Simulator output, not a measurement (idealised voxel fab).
Process module, titled voxel lift off
Cross-section cut spans 300 nm and uses square cells 5 nm in size.
When this document writes out a cross-section, it uses a grid of square cells and lists it as bands, beginning at the top and moving down, with a band standing for one or more rows of cells.
Band: top height; bottom height; in nm. Then, left to right: material with width in nm, for each material. "throughout": a single material spanning edge to edge. "empty": empty space.
Heights are reckoned from 0. Under this level, the received wafer is all of one material. The bottommost band is open-ended downward, for example "0 -> down".
The two numbers in a width such as "30..40" mark its ends across the band: the first belongs to the top row of cells, the second to the bottom row, and from each row to the next the width moves by the same amount.
For the purposes of this document, the phrase "nothing altered" attached to a step denotes that no cell within the cross-section was modified by that step.
The list in "Enclosed voids" covers empty spaces of 8 cells or more that cannot reach the top through any open way, and it gives each as width x height at distance; the distance is from the left edge, and width, height and distance are in nm.
On each step's line, the part that comes after the settings is the simulator's own comment on the step.
"overlay nm", when on a step's line for a step with a mask, measures how far to the right of its planned place the mask lay; a negative measure means to the left.

[Steps planned for the process]
1,op RECEIVE | material Si
2,op CONFORMAL_DEP | material Al2O3 | thk nm 10
3,op PATTERN | tone open | mask id LINES | material resist | width nm 20 | pitch nm 35 | thk nm 30 | overlay nm 0
4,op DIRECTIONAL_DEP | material Ru | thk nm 15
5,op STRIP | etch materials resist
6,op CONFORMAL_DEP | material SiCN | thk nm 10

[As-received wafer cross-section (after step 1)]
- 0 -> down: Si throughout
- Enclosed voids: none

[Module complete, cross-section. Starting point and plan per above. One mistake made in running the module]
- 35 -> 20: 110 empty / 75 SiCN / 115 empty
- 20 -> 10: SiCN throughout
- 10 -> 0: Al2O3 throughout
- 0 -> down: Si throughout
- Enclosed voids: none
It is concluded that the wafer was processed incorrectly with respect to the plan, in that step 4 ran with different settings than intended, the actual operation and settings being op DIRECTIONAL_DEP | material SiCN | thk nm 15
